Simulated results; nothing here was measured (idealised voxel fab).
Module name: voxel capacitor over wiring (process module)
170 nm wide, 5 nm square cells: that's cross-section cut.
Each cross-section below is a grid of square cells, stated as bands in top-down order, with one or more rows of cells making up each band. What a band's entry tells you: where the top is and where the bottom is, as heights in nm, and after that what lies inside, material by material from left to right, each with its width in nm. Empty space is written as the word "air", and a single material marked with the word "everywhere" occupies the band from edge to edge. Ref level 0: as-received wafer is one material below here. Bottom band extends down with no lower bound ("0 nm and below"). The width entry "30 to 40" should be interpreted row by row: the top row of cells in the band takes the first number, the bottom row takes the second number, and the change between adjacent rows is uniform throughout. The cross-section has no changed cell in any step marked "remains unaltered". Entry "Closed void entries" = empty spaces >= 8 cells with no open way to the top; each as width x height at distance, distance from left edge, all nm. Past the settings on a step's line: simulator remark, on that step. overlay nm: for a step with a mask, the amount by which the mask lay right of where it was planned; a negative amount means left of it.
-- Below is the list of planned process steps
1 RECEIVE, material Si
2 CONFORMAL_DEP, material SiO2, thk nm 10
3 DIRECTIONAL_DEP, material TiN, thk nm 5
4 DIRECTIONAL_DEP, material Ru, thk nm 15
5 MASKED_ETCH, tone cover, mask id METAL_1, width nm 20, pitch nm 80, etch materials Ru, depth nm 15, overlay nm 0
6 MASKED_ETCH, tone cover, mask id METAL_1, width nm 20, pitch nm 80, etch materials TiN, depth nm 5, overlay nm 0
7 FILL_DEP, material SiO2, thk nm 5
8 CMP, height nm 30
9 CONFORMAL_DEP, material SiCN, thk nm 5
10 DIRECTIONAL_DEP, material SiO2, thk nm 10
11 DIRECTIONAL_DEP, material aC, thk nm 10
12 PATTERN, tone open, mask id PLUG_1, material resist, width nm 15, thk nm 25, overlay nm 0
13 DIRECTIONAL_ETCH, etch materials aC, depth nm 10
14 STRIP, etch materials resist
15 DIRECTIONAL_ETCH, etch materials SiO2, depth nm 10
16 DIRECTIONAL_ETCH, etch materials SiCN, depth nm 5
17 STRIP, etch materials aC
18 CONFORMAL_DEP, material TiN, thk nm 5
19 FILL_DEP, material Cu, thk nm 5
20 CMP, height nm 45
21 DIRECTIONAL_DEP, material TiN, thk nm 10
22 DIRECTIONAL_DEP, material Al2O3, thk nm 5
23 DIRECTIONAL_DEP, material TiN, thk nm 10
24 MASKED_ETCH, tone cover, mask id UPPER_PLATE, width nm 65, etch materials TiN, depth nm 10, overlay nm 0
25 MASKED_ETCH, tone cover, mask id UPPER_PLATE, width nm 65, etch materials Al2O3, depth nm 5, overlay nm 0
26 PATTERN, tone cover, mask id LOWER_PLATE, material resist, width nm 75, thk nm 20, overlay nm 0
27 DIRECTIONAL_ETCH, etch materials TiN, depth nm 10
28 STRIP, etch materials resist
29 FILL_DEP, material SiO2, thk nm 15
30 CMP, height nm 80
31 PATTERN, tone open, mask id PLUG_2, material resist, width nm 15, thk nm 20, overlay nm 0
32 DIRECTIONAL_ETCH, etch materials SiO2, depth nm 10
33 STRIP, etch materials resist
34 CONFORMAL_DEP, material TiN, thk nm 5
35 FILL_DEP, material Ru, thk nm 10
36 CMP, height nm 80
37 CONFORMAL_DEP, material SiN, thk nm 5
-- Cross-section of the wafer as it came to us, i.e., already through step 1
* 0 nm and below  Si everywhere
* Closed void entries: none
-- First of two wafers at the end of the module, shown in cross-section; run carried out as planned
* 85 nm to 80 nm  SiN everywhere
* 80 nm to 75 nm  SiO2: 50 | TiN: 5 | Ru: 5 | TiN: 5 | SiO2: 105
* 75 nm to 70 nm  SiO2: 50 | TiN: 15 | SiO2: 105
* 70 nm to 60 nm  SiO2: 40 | TiN: 65 | SiO2: 65
* 60 nm to 55 nm  SiO2: 40 | Al2O3: 65 | SiO2: 65
* 55 nm to 45 nm  SiO2: 35 | TiN: 75 | SiO2: 60
* 45 nm to 35 nm  SiO2: 40 | TiN: 5 | Cu: 5 | TiN: 5 | SiO2: 115
* 35 nm to 30 nm  SiCN: 40 | TiN: 15 | SiCN: 115
* 30 nm to 15 nm  SiO2: 35 | Ru: 20 | SiO2: 60 | Ru: 20 | SiO2: 35
* 15 nm to 10 nm  SiO2: 35 | TiN: 20 | SiO2: 60 | TiN: 20 | SiO2: 35
* 10 nm to 0 nm  SiO2 everywhere
* 0 nm and below  Si everywhere
* Closed void entries: none
-- Cross-sectional image of the second wafer of the two following completion of the module. Starting state and process plan were the same as for the first wafer; one execution error occurred
* 85 nm to 80 nm  SiN everywhere
* 80 nm to 75 nm  SiO2: 50 | TiN: 5 | Ru: 5 | TiN: 5 | SiO2: 105
* 75 nm to 70 nm  SiO2: 50 | TiN: 15 | SiO2: 105
* 70 nm to 65 nm  SiO2 everywhere
* 65 nm to 55 nm  SiO2: 40 | TiN: 65 | SiO2: 65
* 55 nm to 45 nm  SiO2: 35 | TiN: 75 | SiO2: 60
* 45 nm to 35 nm  SiO2: 40 | TiN: 5 | Cu: 5 | TiN: 5 | SiO2: 115
* 35 nm to 30 nm  SiCN: 40 | TiN: 15 | SiCN: 115
* 30 nm to 15 nm  SiO2: 35 | Ru: 20 | SiO2: 60 | Ru: 20 | SiO2: 35
* 15 nm to 10 nm  SiO2: 35 | TiN: 20 | SiO2: 60 | TiN: 20 | SiO2: 35
* 10 nm to 0 nm  SiO2 everywhere
* 0 nm and below  Si everywhere
* Closed void entries: none
what went wrong: step 22 of the plan got skipped, so it never ran
Wafer comparison, final, in cells, second relative to first, materials more or fewer: Al2O3: 13 fewer, SiO2: 13 more
